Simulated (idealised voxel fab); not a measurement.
Process module name: voxel transistor to metal
Shown is cross-section cut, with a width of 290 nm and square cells of size 5 nm.
If you're reading a cross-section in this doc, picture square cells in a grid; it comes to you as bands, top ones listed first down to the bottom, and a band can be one or more rows of cells. Look at the band entry: it leads with the top's height and the bottom's height in nm. Then it lists the materials left to right, with a width in nm for each. The word "edge to edge" on a single material says that material fills the band edge to edge. The word "air" is empty space. Height 0 is the level under which the wafer as received is all one material. The lowest band goes on downwards, as in "0 down". Width "30 to 40": first value at the band's top row of cells, second value at its bottom row, equal change from row to row. Given "nothing altered" for a step, no cell of the cross-section differs between before and after that step. Encapsulated voids: empty space of 8 cells or more with no open way to the top, each as width x height at its distance from the left edge, in nm. On each step's line, the part that comes after the settings is the simulator's own comment on the step. Steps that use a mask can have "overlay nm" on their line. It says how far the mask sat to the right of where it was meant to be. Negative means to the left.
**Process steps (planned)**
| 1 | RECEIVE | material Si |
| 2 | CONFORMAL_DEP | material SiO2 | thk nm 5 |
| 3 | CONFORMAL_DEP | material SiN | thk nm 15 |
| 4 | PATTERN | tone cover | mask id ACTIVE | material resist | width nm 105 | pitch nm 125 | thk nm 15 | overlay nm 0 |
| 5 | DIRECTIONAL_ETCH | etch materials SiN | depth nm 15 |
| 6 | DIRECTIONAL_ETCH | etch materials SiO2 | depth nm 5 |
| 7 | DIRECTIONAL_ETCH | etch materials Si | depth nm 25 |
| 8 | STRIP | etch materials resist |
| 9 | FILL_DEP | material SiO2 | thk nm 15 |
| 10 | CMP | height nm 20 |
| 11 | SELECTIVE_ETCH | etch materials SiO2 | depth nm 5 |
| 12 | STRIP | etch materials SiN |
| 13 | SELECTIVE_ETCH | etch materials SiO2 | depth nm 5 |
| 14 | OXIDIZE | depth nm 5 |
| 15 | DIRECTIONAL_DEP | material polySi | thk nm 30 |
| 16 | DIRECTIONAL_DEP | material SiCN | thk nm 15 |
| 17 | PATTERN | tone cover | mask id GATE | material resist | width nm 35 | pitch nm 125 | thk nm 15 | overlay nm 0 |
| 18 | DIRECTIONAL_ETCH | etch materials SiCN | depth nm 25 |
| 19 | DIRECTIONAL_ETCH | etch materials polySi | depth nm 40 |
| 20 | STRIP | etch materials resist |
| 21 | CONFORMAL_DEP | material SiN | thk nm 5 |
| 22 | DIRECTIONAL_ETCH | etch materials SiN | depth nm 5 |
| 23 | DIRECTIONAL_ETCH | etch materials SiO2 | depth nm 5 |
| 24 | EPI | material pSi | thk nm 5 |
| 25 | FILL_DEP | material SiO2 | thk nm 10 |
| 26 | CMP | height nm 30 |
| 27 | STRIP | etch materials polySi |
| 28 | SELECTIVE_ETCH | etch materials SiO2 | depth nm 5 |
| 29 | CONFORMAL_DEP | material HfO2 | thk nm 5 |
| 30 | CONFORMAL_DEP | material TiN | thk nm 5 |
| 31 | FILL_DEP | material W | thk nm 5 |
| 32 | CMP | height nm 25 |
| 33 | DIRECTIONAL_DEP | material SiO2 | thk nm 15 |
| 34 | MASKED_ETCH | tone open | mask id CONTACT | width nm 15 | etch materials SiO2 | depth nm 40 | overlay nm 0 |
| 35 | CONFORMAL_DEP | material TiN | thk nm 5 |
| 36 | FILL_DEP | material Ru | thk nm 5 |
| 37 | CMP | height nm 40 |
| 38 | CONFORMAL_DEP | material SiCN | thk nm 5 |
| 39 | DIRECTIONAL_DEP | material SiO2 | thk nm 25 |
| 40 | PATTERN | tone open | mask id METAL_1 | material resist | width nm 15 | thk nm 20 | overlay nm 0 |
| 41 | DIRECTIONAL_ETCH | etch materials SiO2 | depth nm 25 |
| 42 | DIRECTIONAL_ETCH | etch materials SiCN | depth nm 5 |
| 43 | STRIP | etch materials resist |
| 44 | CONFORMAL_DEP | material TiN | thk nm 5 |
| 45 | FILL_DEP | material Ru | thk nm 10 |
| 46 | CMP | height nm 70 |
| 47 | CONFORMAL_DEP | material SiCN | thk nm 5 |
The depth nm used in step 28 is not the same on every wafer, whereas the starting condition is; the value printed in the plan is the first wafer's.
**Cross-sectional view of the first of several wafers in the as-received condition, corresponding to the state following step 1**
  0 down  Si edge to edge
  Encapsulated voids: none
**First wafer of several, cross-section, module end, after step 47 (last)**
  75 to 70  SiCN edge to edge
  70 to 45  SiO2 35; TiN 5; Ru 5; TiN 5; SiO2 65; TiN 5; Ru 5; TiN 5; SiO2 30; TiN 5; Ru 5; TiN 5; SiO2 65; TiN 5; Ru 5; TiN 5; SiO2 35
  45 to 40  SiCN 35; TiN 15; SiCN 65; TiN 15; SiCN 30; TiN 15; SiCN 65; TiN 15; SiCN 35
  40 to 25  SiO2 35; TiN 5; Ru 5; TiN 5; SiO2 65; TiN 5; Ru 5; TiN 5; SiO2 30; TiN 5; Ru 5; TiN 5; SiO2 65; TiN 5; Ru 5; TiN 5; SiO2 35
  25 to 10  SiO2 35; TiN 5; Ru 5; TiN 5; SiO2 10; SiN 5; HfO2 5; TiN 5; W 15; TiN 5; HfO2 5; SiN 5; SiO2 10; TiN 5; Ru 5; TiN 5; SiO2 30; TiN 5; Ru 5; TiN 5; SiO2 10; SiN 5; HfO2 5; TiN 5; W 15; TiN 5; HfO2 5; SiN 5; SiO2 10; TiN 5; Ru 5; TiN 5; SiO2 35
  10 to 5  SiO2 25; SiN 5; SiO2 5; TiN 5; Ru 5; TiN 5; SiO2 10; SiN 5; HfO2 5; TiN 5; W 15; TiN 5; HfO2 5; SiN 5; SiO2 10; TiN 5; Ru 5; TiN 5; SiO2 5; SiN 5; SiO2 10; SiN 5; SiO2 5; TiN 5; Ru 5; TiN 5; SiO2 10; SiN 5; HfO2 5; TiN 5; W 15; TiN 5; HfO2 5; SiN 5; SiO2 10; TiN 5; Ru 5; TiN 5; SiO2 5; SiN 5; SiO2 25
  5 to 0  SiO2 25; SiN 5; SiO2 5; TiN 15; SiO2 10; SiN 5; HfO2 5; TiN 25; HfO2 5; SiN 5; SiO2 10; TiN 15; SiO2 5; SiN 5; SiO2 10; SiN 5; SiO2 5; TiN 15; SiO2 10; SiN 5; HfO2 5; TiN 25; HfO2 5; SiN 5; SiO2 10; TiN 15; SiO2 5; SiN 5; SiO2 25
  0 to -5  SiO2 30; pSi 30; HfO2 45; pSi 30; SiO2 20; pSi 30; HfO2 45; pSi 30; SiO2 30
  -5 to -25  SiO2 30; Si 105; SiO2 20; Si 105; SiO2 30
  -25 down  Si edge to edge
  Encapsulated voids: none
**Cross-section of the final wafer among several, taken at the end of the module**
  75 to 70  SiCN edge to edge
  70 to 45  SiO2 35; TiN 5; Ru 5; TiN 5; SiO2 65; TiN 5; Ru 5; TiN 5; SiO2 30; TiN 5; Ru 5; TiN 5; SiO2 65; TiN 5; Ru 5; TiN 5; SiO2 35
  45 to 40  SiCN 35; TiN 15; SiCN 65; TiN 15; SiCN 30; TiN 15; SiCN 65; TiN 15; SiCN 35
  40 to 30  SiO2 35; TiN 5; Ru 5; TiN 5; SiO2 65; TiN 5; Ru 5; TiN 5; SiO2 30; TiN 5; Ru 5; TiN 5; SiO2 65; TiN 5; Ru 5; TiN 5; SiO2 35
  30 to 25  SiO2 35; TiN 15; SiO2 65; TiN 15; SiO2 30; TiN 15; SiO2 65; TiN 15; SiO2 35
  25 to 20  W 50; TiN 5; HfO2 5; SiN 5; HfO2 5; TiN 5; W 15; TiN 5; HfO2 5; SiN 5; HfO2 5; TiN 5; W 60; TiN 5; HfO2 5; SiN 5; HfO2 5; TiN 5; W 15; TiN 5; HfO2 5; SiN 5; HfO2 5; TiN 5; W 50
  20 to 15  TiN 55; HfO2 5; SiN 5; HfO2 5; TiN 5; W 15; TiN 5; HfO2 5; SiN 5; HfO2 5; TiN 70; HfO2 5; SiN 5; HfO2 5; TiN 5; W 15; TiN 5; HfO2 5; SiN 5; HfO2 5; TiN 55
  15 to 10  HfO2 60; SiN 5; HfO2 5; TiN 5; W 15; TiN 5; HfO2 5; SiN 5; HfO2 80; SiN 5; HfO2 5; TiN 5; W 15; TiN 5; HfO2 5; SiN 5; HfO2 60
  10 to 5  SiO2 25; SiN 5; SiO2 30; SiN 5; HfO2 5; TiN 5; W 15; TiN 5; HfO2 5; SiN 5; SiO2 30; SiN 5; SiO2 10; SiN 5; SiO2 30; SiN 5; HfO2 5; TiN 5; W 15; TiN 5; HfO2 5; SiN 5; SiO2 30; SiN 5; SiO2 25
  5 to 0  SiO2 25; SiN 5; SiO2 30; SiN 5; HfO2 5; TiN 25; HfO2 5; SiN 5; SiO2 30; SiN 5; SiO2 10; SiN 5; SiO2 30; SiN 5; HfO2 5; TiN 25; HfO2 5; SiN 5; SiO2 30; SiN 5; SiO2 25
  0 to -5  SiO2 30; pSi 30; HfO2 45; pSi 30; SiO2 20; pSi 30; HfO2 45; pSi 30; SiO2 30
  -5 to -25  SiO2 30; Si 105; SiO2 20; Si 105; SiO2 30
  -25 down  Si edge to edge
  Encapsulated voids: none
**each wafer at the end: cells of each material gained (+) or lost (-) since it was received, then its closed voids**
depth nm 5; +38 HfO2; +48 Ru; -122 Si; +104 SiCN; +28 SiN; +580 SiO2; +146 TiN; +24 W; +24 pSi; Encapsulated voids: none
depth nm 10; +78 HfO2; +28 Ru; -122 Si; +104 SiCN; +28 SiN; +600 SiO2; +106 TiN; +24 W; +24 pSi; Encapsulated voids: none
depth nm 15; +82 HfO2; +28 Ru; -122 Si; +104 SiCN; +28 SiN; +560 SiO2; +142 TiN; +24 W; +24 pSi; Encapsulated voids: none
depth nm 20; +86 HfO2; +28 Ru; -122 Si; +104 SiCN; +28 SiN; +520 SiO2; +146 TiN; +56 W; +24 pSi; Encapsulated voids: none
